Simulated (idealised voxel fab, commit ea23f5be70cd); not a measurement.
process module | voxel wiring stack
cross-section cut | 265 nm wide | cells 5 nm
A cross-section is a grid of square cells, given in bands from the top down. A band is one or more rows of cells.
Each band's line starts with the height of the band's top and of its bottom, in nm. Then come its materials from left to right, each with its width in nm. One material with "throughout" fills the band from edge to edge. "air" is empty space.
Height 0 is the level under which the wafer as received is all one material. The lowest band goes on downwards, as in "0 down".
A width such as "30 to 40" changes by the same amount from each row of cells to the next, from the band's top row to its bottom row.
"no change" after a step means that no cell of the cross-section changed.
closed voids: empty space of 8 cells or more with no open way to the top, each as width x height at its distance from the left edge, in nm
after a step's settings: what the simulator itself notes on the step
overlay nm, on a step with a mask: how far to the right of its planned place the mask lay; to the left if negative
plan
1 op RECEIVE | material Si
2 op CONFORMAL_DEP | material SiO2 | thk nm 10
3 op CONFORMAL_DEP | material SiCN | thk nm 5
4 op DIRECTIONAL_DEP | material SiO2 | thk nm 20
5 op DIRECTIONAL_DEP | material aC | thk nm 15
6 op PATTERN | tone open | mask id METAL_1 | material resist | width nm 30 | pitch nm 60 | thk nm 35 | overlay nm 0
7 op DIRECTIONAL_ETCH | etch materials aC | depth nm 15
8 op STRIP | etch materials resist
9 op DIRECTIONAL_ETCH | etch materials SiO2 | depth nm 20
10 op DIRECTIONAL_ETCH | etch materials SiCN | depth nm 5
11 op STRIP | etch materials aC
12 op CONFORMAL_DEP | material TiN | thk nm 5
13 op FILL_DEP | material W | thk nm 5
14 op CMP | height nm 35
15 op EPI | material Ru | thk nm 5
16 op FILL_DEP | material SiCN | thk nm 5
17 op DIRECTIONAL_DEP | material SiO2 | thk nm 10
18 op PATTERN | tone open | mask id PLUG_1 | material resist | width nm 15 | pitch nm 60 | thk nm 15 | overlay nm 0
19 op DIRECTIONAL_ETCH | etch materials SiO2 | depth nm 10
20 op DIRECTIONAL_ETCH | etch materials SiCN | depth nm 5
21 op STRIP | etch materials resist
22 op EPI | material Ru | thk nm 10
23 op EPI | material Ru | thk nm 5
24 op DIRECTIONAL_DEP | material TiN | thk nm 5
25 op DIRECTIONAL_DEP | material W | thk nm 15
26 op DIRECTIONAL_DEP | material aC | thk nm 15
27 op PATTERN | tone cover | mask id METAL_2 | material resist | width nm 30 | pitch nm 60 | thk nm 30 | overlay nm 0
28 op DIRECTIONAL_ETCH | etch materials aC | depth nm 15
29 op STRIP | etch materials resist
30 op DIRECTIONAL_ETCH | etch materials W | depth nm 15
31 op DIRECTIONAL_ETCH | etch materials TiN | depth nm 5
32 op STRIP | etch materials aC
33 op CONFORMAL_DEP | material SiN | thk nm 5
34 op FILL_DEP | material lowk | thk nm 5
35 op CMP | height nm 75
36 op CONFORMAL_DEP | material SiCN | thk nm 5
first wafer, as planned
as received, after step 1
  0 down: Si throughout
  closed voids: none
after step 2
  10 to 0: SiO2 throughout
  below 0: unchanged
after step 3
  15 to 10: SiCN throughout
  below 10: unchanged
after step 4
  35 to 15: SiO2 throughout
  below 15: unchanged
after step 5
  50 to 35: aC throughout
  below 35: unchanged
after step 6
  85 to 50: resist 55 | air 30 | resist 30 | air 30 | resist 30 | air 30 | resist 60
  below 50: unchanged
after step 7
  70 to 50: resist 55 | air 30 | resist 30 | air 30 | resist 30 | air 30 | resist 60
  50 to 35: aC 55 | air 30 | aC 30 | air 30 | aC 30 | air 30 | aC 60
  below 35: unchanged
after step 8
  50 to 35: aC 55 | air 30 | aC 30 | air 30 | aC 30 | air 30 | aC 60
  below 35: unchanged
after step 9
  50 to 35: aC 55 | air 30 | aC 30 | air 30 | aC 30 | air 30 | aC 60
  35 to 15: SiO2 55 | air 30 | SiO2 30 | air 30 | SiO2 30 | air 30 | SiO2 60
  below 15: unchanged
after step 10
  50 to 35: aC 55 | air 30 | aC 30 | air 30 | aC 30 | air 30 | aC 60
  35 to 15: SiO2 55 | air 30 | SiO2 30 | air 30 | SiO2 30 | air 30 | SiO2 60
  15 to 10: SiCN 55 | air 30 | SiCN 30 | air 30 | SiCN 30 | air 30 | SiCN 60
  below 10: unchanged
after step 11
  35 to 15: SiO2 55 | air 30 | SiO2 30 | air 30 | SiO2 30 | air 30 | SiO2 60
  below 15: unchanged
after step 12
  40 to 35: TiN 60 | air 20 | TiN 40 | air 20 | TiN 40 | air 20 | TiN 65
  35 to 15: SiO2 55 | TiN 5 | air 20 | TiN 5 | SiO2 30 | TiN 5 | air 20 | TiN 5 | SiO2 30 | TiN 5 | air 20 | TiN 5 | SiO2 60
  15 to 10: SiCN 55 | TiN 30 | SiCN 30 | TiN 30 | SiCN 30 | TiN 30 | SiCN 60
  below 10: unchanged
after step 13
  45 to 40: W throughout
  40 to 35: TiN 60 | W 20 | TiN 40 | W 20 | TiN 40 | W 20 | TiN 65
  35 to 15: SiO2 55 | TiN 5 | W 20 | TiN 5 | SiO2 30 | TiN 5 | W 20 | TiN 5 | SiO2 30 | TiN 5 | W 20 | TiN 5 | SiO2 60
  below 15: unchanged
after step 14
  35 to 15: SiO2 55 | TiN 5 | W 20 | TiN 5 | SiO2 30 | TiN 5 | W 20 | TiN 5 | SiO2 30 | TiN 5 | W 20 | TiN 5 | SiO2 60
  below 15: unchanged
after step 15
  40 to 35: air 50 | Ru 40 | air 20 | Ru 40 | air 20 | Ru 40 | air 55
  below 35: unchanged
after step 16
  45 to 40: SiCN throughout
  40 to 35: SiCN 50 | Ru 40 | SiCN 20 | Ru 40 | SiCN 20 | Ru 40 | SiCN 55
  below 35: unchanged
after step 17
  55 to 45: SiO2 throughout
  below 45: unchanged
after step 18
  70 to 55: resist 55 | air 15 | resist 45 | air 15 | resist 45 | air 15 | resist 75
  below 55: unchanged
after step 19
  70 to 55: resist 55 | air 15 | resist 45 | air 15 | resist 45 | air 15 | resist 75
  55 to 45: SiO2 55 | air 15 | SiO2 45 | air 15 | SiO2 45 | air 15 | SiO2 75
  below 45: unchanged
after step 20
  70 to 55: resist 55 | air 15 | resist 45 | air 15 | resist 45 | air 15 | resist 75
  55 to 45: SiO2 55 | air 15 | SiO2 45 | air 15 | SiO2 45 | air 15 | SiO2 75
  45 to 40: SiCN 55 | air 15 | SiCN 45 | air 15 | SiCN 45 | air 15 | SiCN 75
  below 40: unchanged
after step 21
  55 to 45: SiO2 55 | air 15 | SiO2 45 | air 15 | SiO2 45 | air 15 | SiO2 75
  below 45: unchanged
after step 22
  55 to 50: SiO2 55 | air 15 | SiO2 45 | air 15 | SiO2 45 | air 15 | SiO2 75
  50 to 45: SiO2 55 | Ru 15 | SiO2 45 | Ru 15 | SiO2 45 | Ru 15 | SiO2 75
  45 to 35: SiCN 55 to 50 | Ru 15 to 40 | SiCN 45 to 20 | Ru 15 to 40 | SiCN 45 to 20 | Ru 15 to 40 | SiCN 75 to 55
  below 35: unchanged
after step 23
  55 to 45: SiO2 55 | Ru 15 | SiO2 45 | Ru 15 | SiO2 45 | Ru 15 | SiO2 75
  below 45: unchanged
after step 24
  60 to 55: TiN throughout
  below 55: unchanged
after step 25
  75 to 60: W throughout
  below 60: unchanged
after step 26
  90 to 75: aC throughout
  below 75: unchanged
after step 27
  120 to 90: air 55 | resist 30 | air 30 | resist 30 | air 30 | resist 30 | air 60
  below 90: unchanged
after step 28
  105 to 90: air 55 | resist 30 | air 30 | resist 30 | air 30 | resist 30 | air 60
  90 to 75: air 55 | aC 30 | air 30 | aC 30 | air 30 | aC 30 | air 60
  below 75: unchanged
after step 29
  90 to 75: air 55 | aC 30 | air 30 | aC 30 | air 30 | aC 30 | air 60
  below 75: unchanged
after step 30
  90 to 75: air 55 | aC 30 | air 30 | aC 30 | air 30 | aC 30 | air 60
  75 to 60: air 55 | W 30 | air 30 | W 30 | air 30 | W 30 | air 60
  below 60: unchanged
after step 31
  90 to 75: air 55 | aC 30 | air 30 | aC 30 | air 30 | aC 30 | air 60
  75 to 60: air 55 | W 30 | air 30 | W 30 | air 30 | W 30 | air 60
  60 to 55: air 55 | TiN 30 | air 30 | TiN 30 | air 30 | TiN 30 | air 60
  below 55: unchanged
after step 32
  75 to 60: air 55 | W 30 | air 30 | W 30 | air 30 | W 30 | air 60
  below 60: unchanged
after step 33
  80 to 75: air 50 | SiN 40 | air 20 | SiN 40 | air 20 | SiN 40 | air 55
  75 to 60: air 50 | SiN 5 | W 30 | SiN 5 | air 20 | SiN 5 | W 30 | SiN 5 | air 20 | SiN 5 | W 30 | SiN 5 | air 55
  60 to 55: SiN 55 | TiN 30 | SiN 30 | TiN 30 | SiN 30 | TiN 30 | SiN 60
  below 55: unchanged
after step 34
  85 to 80: lowk throughout
  80 to 75: lowk 50 | SiN 40 | lowk 20 | SiN 40 | lowk 20 | SiN 40 | lowk 55
  75 to 60: lowk 50 | SiN 5 | W 30 | SiN 5 | lowk 20 | SiN 5 | W 30 | SiN 5 | lowk 20 | SiN 5 | W 30 | SiN 5 | lowk 55
  below 60: unchanged
after step 35
  75 to 60: lowk 50 | SiN 5 | W 30 | SiN 5 | lowk 20 | SiN 5 | W 30 | SiN 5 | lowk 20 | SiN 5 | W 30 | SiN 5 | lowk 55
  below 60: unchanged
after step 36
  80 to 75: SiCN throughout
  below 75: unchanged
second wafer: like start, like plan, one mistake. Through step 17 it matches the first wafer
when step 18 should have ended
  70 to 55: resist 60 | air 15 | resist 45 | air 15 | resist 45 | air 15 | resist 70
  below 55: unchanged
when step 19 should have ended
  70 to 55: resist 60 | air 15 | resist 45 | air 15 | resist 45 | air 15 | resist 70
  55 to 45: SiO2 60 | air 15 | SiO2 45 | air 15 | SiO2 45 | air 15 | SiO2 70
  below 45: unchanged
when step 20 should have ended
  70 to 55: resist 60 | air 15 | resist 45 | air 15 | resist 45 | air 15 | resist 70
  55 to 45: SiO2 60 | air 15 | SiO2 45 | air 15 | SiO2 45 | air 15 | SiO2 70
  45 to 40: SiCN 60 | air 15 | SiCN 45 | air 15 | SiCN 45 | air 15 | SiCN 70
  below 40: unchanged
when step 21 should have ended
  55 to 45: SiO2 60 | air 15 | SiO2 45 | air 15 | SiO2 45 | air 15 | SiO2 70
  below 45: unchanged
when step 22 should have ended
  55 to 50: SiO2 60 | air 15 | SiO2 45 | air 15 | SiO2 45 | air 15 | SiO2 70
  50 to 45: SiO2 60 | Ru 15 | SiO2 45 | Ru 15 | SiO2 45 | Ru 15 | SiO2 70
  45 to 35: SiCN 60 to 50 | Ru 15 to 40 | SiCN 45 to 20 | Ru 15 to 40 | SiCN 45 to 20 | Ru 15 to 40 | SiCN 70 to 55
  below 35: unchanged
when step 23 should have ended
  55 to 45: SiO2 60 | Ru 15 | SiO2 45 | Ru 15 | SiO2 45 | Ru 15 | SiO2 70
  below 45: unchanged
when step 24 should have ended
  60 to 55: TiN throughout
  below 55: unchanged
when step 25 should have ended
  75 to 60: W throughout
  below 60: unchanged
when step 26 should have ended
  90 to 75: aC throughout
  below 75: unchanged
when step 27 should have ended
  120 to 90: air 55 | resist 30 | air 30 | resist 30 | air 30 | resist 30 | air 60
  below 90: unchanged
when step 28 should have ended
  105 to 90: air 55 | resist 30 | air 30 | resist 30 | air 30 | resist 30 | air 60
  90 to 75: air 55 | aC 30 | air 30 | aC 30 | air 30 | aC 30 | air 60
  below 75: unchanged
when step 29 should have ended
  90 to 75: air 55 | aC 30 | air 30 | aC 30 | air 30 | aC 30 | air 60
  below 75: unchanged
when step 30 should have ended
  90 to 75: air 55 | aC 30 | air 30 | aC 30 | air 30 | aC 30 | air 60
  75 to 60: air 55 | W 30 | air 30 | W 30 | air 30 | W 30 | air 60
  below 60: unchanged
when step 31 should have ended
  90 to 75: air 55 | aC 30 | air 30 | aC 30 | air 30 | aC 30 | air 60
  75 to 60: air 55 | W 30 | air 30 | W 30 | air 30 | W 30 | air 60
  60 to 55: air 55 | TiN 30 | air 30 | TiN 30 | air 30 | TiN 30 | air 60
  below 55: unchanged
when step 32 should have ended
  75 to 60: air 55 | W 30 | air 30 | W 30 | air 30 | W 30 | air 60
  below 60: unchanged
when step 33 should have ended
  80 to 75: air 50 | SiN 40 | air 20 | SiN 40 | air 20 | SiN 40 | air 55
  75 to 60: air 50 | SiN 5 | W 30 | SiN 5 | air 20 | SiN 5 | W 30 | SiN 5 | air 20 | SiN 5 | W 30 | SiN 5 | air 55
  60 to 55: SiN 55 | TiN 30 | SiN 30 | TiN 30 | SiN 30 | TiN 30 | SiN 60
  below 55: unchanged
when step 34 should have ended
  85 to 80: lowk throughout
  80 to 75: lowk 50 | SiN 40 | lowk 20 | SiN 40 | lowk 20 | SiN 40 | lowk 55
  75 to 60: lowk 50 | SiN 5 | W 30 | SiN 5 | lowk 20 | SiN 5 | W 30 | SiN 5 | lowk 20 | SiN 5 | W 30 | SiN 5 | lowk 55
  below 60: unchanged
when step 35 should have ended
  75 to 60: lowk 50 | SiN 5 | W 30 | SiN 5 | lowk 20 | SiN 5 | W 30 | SiN 5 | lowk 20 | SiN 5 | W 30 | SiN 5 | lowk 55
  below 60: unchanged
when step 36 should have ended
  80 to 75: SiCN throughout
  below 75: unchanged
what went wrong: step 18 ran as: op PATTERN | tone open | mask id PLUG_1 | material resist | width nm 15 | pitch nm 60 | thk nm 15 | overlay nm 5
at the end the second wafer has, in cells: as many of each material as the first, in other places
